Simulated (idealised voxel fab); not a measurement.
process module | voxel capacitor over wiring
The width of the displayed cross-section, cut, is 270 nm; its cells are square, with a size of 5 nm.
Cross-sections here: square-cell grids, written as top-down lists of bands, a band being one or more rows of cells. Within each band entry, the heights of the top and of the bottom of the band appear first, in that order and in nm; the materials of the band then follow from left to right, each with its corresponding width in nm. The designation "everywhere" on a single material indicates that it fills the band from edge to edge; the designation "air" indicates empty space. For the purposes of this specification, 0 denotes the height below which the wafer in its as-received condition is composed wholly of one material, and the lowermost band, lacking a lower limit, extends downward without end, as expressed in "0 and below". With a width like "30..40", each row of cells in the band differs from the next by the same amount, the top row carrying the first number and the bottom row the second. Reading "nothing was modified" for a step: not a cell of the cross-section changed in it. Each empty space that has no open way to the top and spans at least 8 cells appears under "Unvented internal voids" as width x height at distance, the distance counted from the left edge, all in nm. Where a step's line continues beyond its settings, the continuation is a remark by the simulator itself on that step. overlay nm: for a step with a mask, the amount by which the mask lay right of where it was planned; a negative amount means left of it.

## Process steps - plan
| 1 | RECEIVE: material Si |
| 2 | CONFORMAL_DEP: material SiO2, thk nm 10 |
| 3 | CONFORMAL_DEP: material SiN, thk nm 5 |
| 4 | DIRECTIONAL_DEP: material SiO2, thk nm 20 |
| 5 | MASKED_ETCH: tone open, mask id METAL_1, width nm 20, pitch nm 85, etch materials SiO2, depth nm 20, overlay nm 0 |
| 6 | MASKED_ETCH: tone open, mask id METAL_1, width nm 20, pitch nm 85, etch materials SiN, depth nm 5, overlay nm 0 |
| 7 | CONFORMAL_DEP: material TiN, thk nm 5 |
| 8 | FILL_DEP: material Cu, thk nm 10 |
| 9 | CMP: height nm 35 |
| 10 | CONFORMAL_DEP: material SiCN, thk nm 5 |
| 11 | DIRECTIONAL_DEP: material lowk, thk nm 20 |
| 12 | DIRECTIONAL_DEP: material aC, thk nm 15 |
| 13 | PATTERN: tone open, mask id PLUG_1, material resist, width nm 15, thk nm 35, overlay nm 0 |
| 14 | DIRECTIONAL_ETCH: etch materials aC, depth nm 15 |
| 15 | STRIP: etch materials resist |
| 16 | DIRECTIONAL_ETCH: etch materials lowk, depth nm 20 |
| 17 | DIRECTIONAL_ETCH: etch materials SiCN, depth nm 5 |
| 18 | STRIP: etch materials aC |
| 19 | CONFORMAL_DEP: material TiN, thk nm 5 |
| 20 | FILL_DEP: material Ru, thk nm 5 |
| 21 | CMP: height nm 60 |
| 22 | DIRECTIONAL_DEP: material TiN, thk nm 10 |
| 23 | DIRECTIONAL_DEP: material HfO2, thk nm 5 |
| 24 | DIRECTIONAL_DEP: material TiN, thk nm 5 |
| 25 | DIRECTIONAL_DEP: material aC, thk nm 10 |
| 26 | PATTERN: tone cover, mask id UPPER_PLATE, material resist, width nm 70, thk nm 25, overlay nm 0 |
| 27 | DIRECTIONAL_ETCH: etch materials aC, depth nm 10 |
| 28 | STRIP: etch materials resist |
| 29 | DIRECTIONAL_ETCH: etch materials TiN, depth nm 5 |
| 30 | DIRECTIONAL_ETCH: etch materials HfO2, depth nm 5 |
| 31 | STRIP: etch materials aC |
| 32 | DIRECTIONAL_DEP: material aC, thk nm 15 |
| 33 | PATTERN: tone cover, mask id LOWER_PLATE, material resist, width nm 80, thk nm 30, overlay nm 0 |
| 34 | DIRECTIONAL_ETCH: etch materials aC, depth nm 15 |
| 35 | STRIP: etch materials resist |
| 36 | DIRECTIONAL_ETCH: etch materials TiN, depth nm 10 |
| 37 | STRIP: etch materials aC |
| 38 | FILL_DEP: material SiO2, thk nm 20 |
| 39 | CMP: height nm 95 |
| 40 | PATTERN: tone open, mask id PLUG_2, material resist, width nm 15, thk nm 15, overlay nm 0 |
| 41 | DIRECTIONAL_ETCH: etch materials SiO2, depth nm 15 |
| 42 | STRIP: etch materials resist |
| 43 | CONFORMAL_DEP: material TiN, thk nm 5 |
| 44 | FILL_DEP: material Cu, thk nm 10 |
| 45 | CMP: height nm 95 |
| 46 | CONFORMAL_DEP: material SiCN, thk nm 5 |

## Step 1 complete: cross-section of the wafer as received
  0 and below: Si everywhere
  Unvented internal voids: none

## Cross-sectional image of the first of two wafers at the end of the module, the run having proceeded as planned
  100 down to 95: SiCN everywhere
  95 down to 85: SiO2 95  TiN 5  Cu 5  TiN 5  SiO2 160
  85 down to 75: SiO2 95..85  TiN 15..70  SiO2 160..115
  75 down to 70: SiO2 85  HfO2 70  SiO2 115
  70 down to 60: SiO2 80  TiN 80  SiO2 110
  60 down to 40: lowk 85  TiN 5  Ru 5  TiN 5  lowk 170
  40 down to 35: SiCN 85  TiN 15  SiCN 170
  35 down to 15: SiO2 80  TiN 5  Cu 10  TiN 5  SiO2 65  TiN 5  Cu 10  TiN 5  SiO2 85
  15 down to 10: SiN 80  TiN 20  SiN 65  TiN 20  SiN 85
  10 down to 0: SiO2 everywhere
  0 and below: Si everywhere
  Unvented internal voids: none

## Second of two wafers, module complete, sectioned: it shares the first wafer's start and plan but was run with one mistake
  100 down to 95: SiCN everywhere
  95 down to 85: SiO2 95  TiN 5  Cu 5  TiN 5  SiO2 160
  85 down to 75: SiO2 95..85  TiN 15..70  SiO2 160..115
  75 down to 70: SiO2 85  HfO2 70  SiO2 115
  70 down to 60: SiO2 80  TiN 80  SiO2 110
  60 down to 40: lowk 85  TiN 5  Ru 5  TiN 5  lowk 170
  40 down to 35: SiCN 85  TiN 15  SiCN 170
  35 down to 20: SiO2 80  TiN 5  Cu 10  TiN 5  SiO2 65  TiN 5  Cu 10  TiN 5  SiO2 85
  20 down to 15: SiO2 80  TiN 20  SiO2 65  TiN 20  SiO2 85
  15 down to 5: SiO2 everywhere
  5 down to 0: SiN everywhere
  0 and below: Si everywhere
  Unvented internal voids: none
Error vs. plan: steps 2 and 3: order swapped relative to plan
The second wafer ends with more or fewer cells of some materials than the first, per final count: Cu -4; SiN +8; TiN -4
